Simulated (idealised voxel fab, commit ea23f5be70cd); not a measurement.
Module name: voxel capacitor over wiring (process module)
The figure presents cross-section cut, which has a width of 175 nm and is divided into square cells with an edge length of 5 nm.
In what follows, cross-sections appear as grids of square cells, described through bands that run from the top down, where every band is one or more rows of cells. Quick guide to a band line: top height, bottom height (nm) up front; then every material left to right with its width in nm. Only one material and it's marked "all across"? Then it fills the band edge to edge. And "air" just means empty space. Measure heights from 0. That's the level where, below it, the as-received wafer is all one material. The lowest band is bottomless and extends downward; write it as in "top 0, no bottom". A two-number width, for instance "30 to 40", indicates that the width is equal to the first number in the top row of the band and to the second number in the bottom row, and that it changes by a constant amount per row of cells. Basically "remains unaltered" means that step didn't change any cell in the cross-section. "Entrapped voids" lists enclosed empty spaces (at least 8 cells, no open path upward to the top), each as width x height at distance from the left edge, in nm. Text after the settings on a step's line: the simulator's own remark on that step. Regarding "overlay nm": on a step with a mask, it is the distance the mask lay to the right of its planned place; a negative value places it to the left.
STEPS PLANNED FOR THE PROCESS
1,RECEIVE (material Si)
2,CONFORMAL_DEP (material SiO2; thk nm 10)
3,CONFORMAL_DEP (material SiCN; thk nm 5)
4,DIRECTIONAL_DEP (material lowk; thk nm 15)
5,PATTERN (tone open; mask id METAL_1; material resist; width nm 20; pitch nm 90; thk nm 15; overlay nm 0)
6,DIRECTIONAL_ETCH (etch materials lowk; depth nm 15)
7,DIRECTIONAL_ETCH (etch materials SiCN; depth nm 5)
8,STRIP (etch materials resist)
9,CONFORMAL_DEP (material TiN; thk nm 5)
10,FILL_DEP (material Cu; thk nm 5)
11,CMP (height nm 30)
12,EPI (material Ru; thk nm 5)
13,FILL_DEP (material SiCN; thk nm 5)
14,DIRECTIONAL_DEP (material lowk; thk nm 15)
15,DIRECTIONAL_DEP (material aC; thk nm 10)
16,PATTERN (tone open; mask id PLUG_1; material resist; width nm 15; thk nm 25; overlay nm 0)
17,DIRECTIONAL_ETCH (etch materials aC; depth nm 10)
18,STRIP (etch materials resist)
19,DIRECTIONAL_ETCH (etch materials lowk; depth nm 15)
20,DIRECTIONAL_ETCH (etch materials SiCN; depth nm 5)
21,STRIP (etch materials aC)
22,CONFORMAL_DEP (material TiN; thk nm 5)
23,FILL_DEP (material Ru; thk nm 5)
24,CMP (height nm 55)
25,DIRECTIONAL_DEP (material TiN; thk nm 5)
26,DIRECTIONAL_DEP (material Al2O3; thk nm 5)
27,DIRECTIONAL_DEP (material TiN; thk nm 10)
28,MASKED_ETCH (tone cover; mask id UPPER_PLATE; width nm 75; etch materials TiN; depth nm 10; overlay nm 0)
29,MASKED_ETCH (tone cover; mask id UPPER_PLATE; width nm 75; etch materials Al2O3; depth nm 5; overlay nm 0)
30,MASKED_ETCH (tone cover; mask id LOWER_PLATE; width nm 85; etch materials TiN; depth nm 5; overlay nm 0)
31,FILL_DEP (material SiO2; thk nm 20)
32,CMP (height nm 90)
33,MASKED_ETCH (tone open; mask id PLUG_2; width nm 15; etch materials SiO2; depth nm 15; overlay nm 0)
34,CONFORMAL_DEP (material TiN; thk nm 5)
35,FILL_DEP (material W; thk nm 10)
36,CMP (height nm 90)
37,CONFORMAL_DEP (material SiN; thk nm 5)
DELIVERED WAFER IN CROSS-SECTION: STATE AFTER STEP 1
top 0, no bottom | Si all across
Entrapped voids: none
END-OF-MODULE XS, FIRST OF TWO WAFERS, RUN AS PLANNED
top 95, bottom 90 | SiN all across
top 90, bottom 80 | SiO2 45 nm, then TiN 5 nm, then W 5 nm, then TiN 5 nm, then SiO2 115 nm
top 80, bottom 75 | SiO2 45 nm, then TiN 15 nm, then SiO2 115 nm
top 75, bottom 65 | SiO2 35 nm, then TiN 75 nm, then SiO2 65 nm
top 65, bottom 60 | SiO2 35 nm, then Al2O3 75 nm, then SiO2 65 nm
top 60, bottom 55 | SiO2 30 nm, then TiN 85 nm, then SiO2 60 nm
top 55, bottom 40 | lowk 35 nm, then TiN 5 nm, then Ru 5 nm, then TiN 5 nm, then lowk 125 nm
top 40, bottom 35 | SiCN 35 nm, then TiN 15 nm, then SiCN 125 nm
top 35, bottom 30 | SiCN 25 nm, then Ru 30 nm, then SiCN 60 nm, then Ru 30 nm, then SiCN 30 nm
top 30, bottom 15 | lowk 30 nm, then TiN 5 nm, then Cu 10 nm, then TiN 5 nm, then lowk 70 nm, then TiN 5 nm, then Cu 10 nm, then TiN 5 nm, then lowk 35 nm
top 15, bottom 10 | SiCN 30 nm, then TiN 20 nm, then SiCN 70 nm, then TiN 20 nm, then SiCN 35 nm
top 10, bottom 0 | SiO2 all across
top 0, no bottom | Si all across
Entrapped voids: none
SECOND WAFER THROUGH THE MODULE, SECTIONED AT THE END: SAME BEGINNING AND SAME PLAN AS THE FIRST WAFER, WITH ONE MISTAKE IN CARRYING IT OUT
top 95, bottom 90 | SiN all across
top 90, bottom 80 | SiO2 45 nm, then TiN 5 nm, then W 5 nm, then TiN 5 nm, then SiO2 115 nm
top 80, bottom 75 | SiO2 45 nm, then TiN 15 nm, then SiO2 115 nm
top 75, bottom 65 | SiO2 35 nm, then TiN 80 nm, then SiO2 60 nm
top 65, bottom 60 | SiO2 35 nm, then Al2O3 80 nm, then SiO2 60 nm
top 60, bottom 55 | SiO2 30 nm, then TiN 85 nm, then SiO2 60 nm
top 55, bottom 40 | lowk 35 nm, then TiN 5 nm, then Ru 5 nm, then TiN 5 nm, then lowk 125 nm
top 40, bottom 35 | SiCN 35 nm, then TiN 15 nm, then SiCN 125 nm
top 35, bottom 30 | SiCN 25 nm, then Ru 30 nm, then SiCN 60 nm, then Ru 30 nm, then SiCN 30 nm
top 30, bottom 15 | lowk 30 nm, then TiN 5 nm, then Cu 10 nm, then TiN 5 nm, then lowk 70 nm, then TiN 5 nm, then Cu 10 nm, then TiN 5 nm, then lowk 35 nm
top 15, bottom 10 | SiCN 30 nm, then TiN 20 nm, then SiCN 70 nm, then TiN 20 nm, then SiCN 35 nm
top 10, bottom 0 | SiO2 all across
top 0, no bottom | Si all across
Entrapped voids: none
Which mistake was made when the wafer was run? contrary to plan, step 28 was performed as MASKED_ETCH (tone cover; mask id UPPER_PLATE; width nm 80; etch materials TiN; depth nm 10; overlay nm 0)
Count the cells at the end and the second wafer has more or fewer of some materials than the first: +1 Al2O3; -3 SiO2; +2 TiN
